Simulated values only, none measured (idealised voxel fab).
process module | voxel wiring stack
cross-section cut | 205 nm wide | cells 5 nm
A cross-section is a grid of square cells, given in bands from the top down. A band is one or more rows of cells.
Each band's line starts with the height of the band's top and of its bottom, in nm. Then come its materials from left to right, each with its width in nm. One material with "throughout" fills the band from edge to edge. "air" is empty space.
Height 0 is the level under which the wafer as received is all one material. The lowest band goes on downwards, as in "0 down".
A width such as "30 to 40" changes by the same amount from each row of cells to the next, from the band's top row to its bottom row.
"no change" after a step means that no cell of the cross-section changed.
closed voids: empty space of 8 cells or more with no open way to the top, each as width x height at its distance from the left edge, in nm
after a step's settings: what the simulator itself notes on the step
overlay nm, on a step with a mask: how far to the right of its planned place the mask lay; to the left if negative
plan
1 op RECEIVE | material Si
2 op CONFORMAL_DEP | material SiO2 | thk nm 10
3 op CONFORMAL_DEP | material SiCN | thk nm 5
4 op DIRECTIONAL_DEP | material lowk | thk nm 25
5 op DIRECTIONAL_DEP | material aC | thk nm 15
6 op PATTERN | tone open | mask id METAL_1 | material resist | width nm 20 | pitch nm 45 | thk nm 35 | overlay nm 0
7 op DIRECTIONAL_ETCH | etch materials aC | depth nm 15
8 op STRIP | etch materials resist
9 op DIRECTIONAL_ETCH | etch materials lowk | depth nm 25
10 op DIRECTIONAL_ETCH | etch materials SiCN | depth nm 5
11 op STRIP | etch materials aC
12 op CONFORMAL_DEP | material TiN | thk nm 5
13 op FILL_DEP | material Ru | thk nm 5
14 op CMP | height nm 40
15 op CONFORMAL_DEP | material SiCN | thk nm 5
16 op DIRECTIONAL_DEP | material lowk | thk nm 15
17 op DIRECTIONAL_DEP | material aC | thk nm 10
18 op PATTERN | tone open | mask id PLUG_1 | material resist | width nm 15 | thk nm 25 | overlay nm 0
19 op DIRECTIONAL_ETCH | etch materials aC | depth nm 10
20 op STRIP | etch materials resist
21 op DIRECTIONAL_ETCH | etch materials lowk | depth nm 15
22 op DIRECTIONAL_ETCH | etch materials SiCN | depth nm 5
23 op STRIP | etch materials aC
24 op CONFORMAL_DEP | material TiN | thk nm 5
25 op FILL_DEP | material Ru | thk nm 10
26 op CMP | height nm 60
27 op DIRECTIONAL_DEP | material TiN | thk nm 5
28 op DIRECTIONAL_DEP | material Ru | thk nm 20
29 op DIRECTIONAL_DEP | material aC | thk nm 10
30 op PATTERN | tone cover | mask id METAL_2 | material resist | width nm 20 | pitch nm 45 | thk nm 25 | overlay nm 0
31 op DIRECTIONAL_ETCH | etch materials aC | depth nm 10
32 op STRIP | etch materials resist
33 op DIRECTIONAL_ETCH | etch materials Ru | depth nm 20
34 op DIRECTIONAL_ETCH | etch materials TiN | depth nm 5
35 op STRIP | etch materials aC
36 op CONFORMAL_DEP | material SiCN | thk nm 5
37 op FILL_DEP | material lowk | thk nm 5
38 op CMP | height nm 85
39 op CONFORMAL_DEP | material SiCN | thk nm 5
40 op DIRECTIONAL_DEP | material lowk | thk nm 10
41 op PATTERN | tone open | mask id PLUG_2 | material resist | width nm 15 | pitch nm 45 | thk nm 15 | overlay nm 0
42 op DIRECTIONAL_ETCH | etch materials lowk | depth nm 10
43 op DIRECTIONAL_ETCH | etch materials SiCN | depth nm 5
44 op STRIP | etch materials resist
45 op CONFORMAL_DEP | material TiN | thk nm 5
46 op FILL_DEP | material Cu | thk nm 5
47 op CMP | height nm 100
48 op DIRECTIONAL_DEP | material TiN | thk nm 5
49 op DIRECTIONAL_DEP | material Ru | thk nm 15
50 op DIRECTIONAL_DEP | material aC | thk nm 15
51 op PATTERN | tone cover | mask id METAL_3 | material resist | width nm 20 | pitch nm 45 | thk nm 30 | overlay nm 0
52 op DIRECTIONAL_ETCH | etch materials aC | depth nm 15
53 op STRIP | etch materials resist
54 op DIRECTIONAL_ETCH | etch materials Ru | depth nm 15
55 op DIRECTIONAL_ETCH | etch materials TiN | depth nm 5
56 op STRIP | etch materials aC
57 op FILL_DEP | material lowk | thk nm 5
58 op CMP | height nm 120
59 op CONFORMAL_DEP | material SiN | thk nm 5
as received, after step 1
  0 down: Si throughout
  closed voids: none
first wafer at the end, as planned
  125 to 120: SiN throughout
  120 to 105: lowk 70 | Ru 20 | lowk 25 | Ru 20 | lowk 70
  105 to 100: lowk 70 | TiN 20 | lowk 25 | TiN 20 | lowk 70
  100 to 90: lowk 70 | TiN 5 | Cu 5 | TiN 5 | lowk 30 | TiN 5 | Cu 5 | TiN 5 | lowk 75
  90 to 85: SiCN 70 | TiN 15 | SiCN 30 | TiN 15 | SiCN 75
  85 to 65: lowk 65 | SiCN 5 | Ru 20 | SiCN 5 | lowk 15 | SiCN 5 | Ru 20 | SiCN 5 | lowk 65
  65 to 60: SiCN 70 | TiN 20 | SiCN 25 | TiN 20 | SiCN 70
  60 to 45: lowk 70 | TiN 5 | Ru 5 | TiN 5 | lowk 120
  45 to 40: SiCN 70 | TiN 15 | SiCN 120
  40 to 15: lowk 70 | TiN 5 | Ru 10 | TiN 5 | lowk 25 | TiN 5 | Ru 10 | TiN 5 | lowk 70
  15 to 10: SiCN 70 | TiN 20 | SiCN 25 | TiN 20 | SiCN 70
  10 to 0: SiO2 throughout
  0 down: Si throughout
  closed voids: none
second wafer at the end: like start, like plan, one mistake
  125 to 120: SiN throughout
  120 to 115: lowk 70 | TiN 20 | lowk 25 | TiN 20 | lowk 70
  115 to 100: Ru throughout
  100 to 90: lowk 70 | TiN 5 | Cu 5 | TiN 5 | lowk 30 | TiN 5 | Cu 5 | TiN 5 | lowk 75
  90 to 85: SiCN 70 | TiN 15 | SiCN 30 | TiN 15 | SiCN 75
  85 to 65: lowk 65 | SiCN 5 | Ru 20 | SiCN 5 | lowk 15 | SiCN 5 | Ru 20 | SiCN 5 | lowk 65
  65 to 60: SiCN 70 | TiN 20 | SiCN 25 | TiN 20 | SiCN 70
  60 to 45: lowk 70 | TiN 5 | Ru 5 | TiN 5 | lowk 120
  45 to 40: SiCN 70 | TiN 15 | SiCN 120
  40 to 15: lowk 70 | TiN 5 | Ru 10 | TiN 5 | lowk 25 | TiN 5 | Ru 10 | TiN 5 | lowk 70
  15 to 10: SiCN 70 | TiN 20 | SiCN 25 | TiN 20 | SiCN 70
  10 to 0: SiO2 throughout
  0 down: Si throughout
  closed voids: none
what went wrong: steps 48 and 49 were swapped
at the end the second wafer has, in cells: 99 more of Ru | 99 fewer of lowk
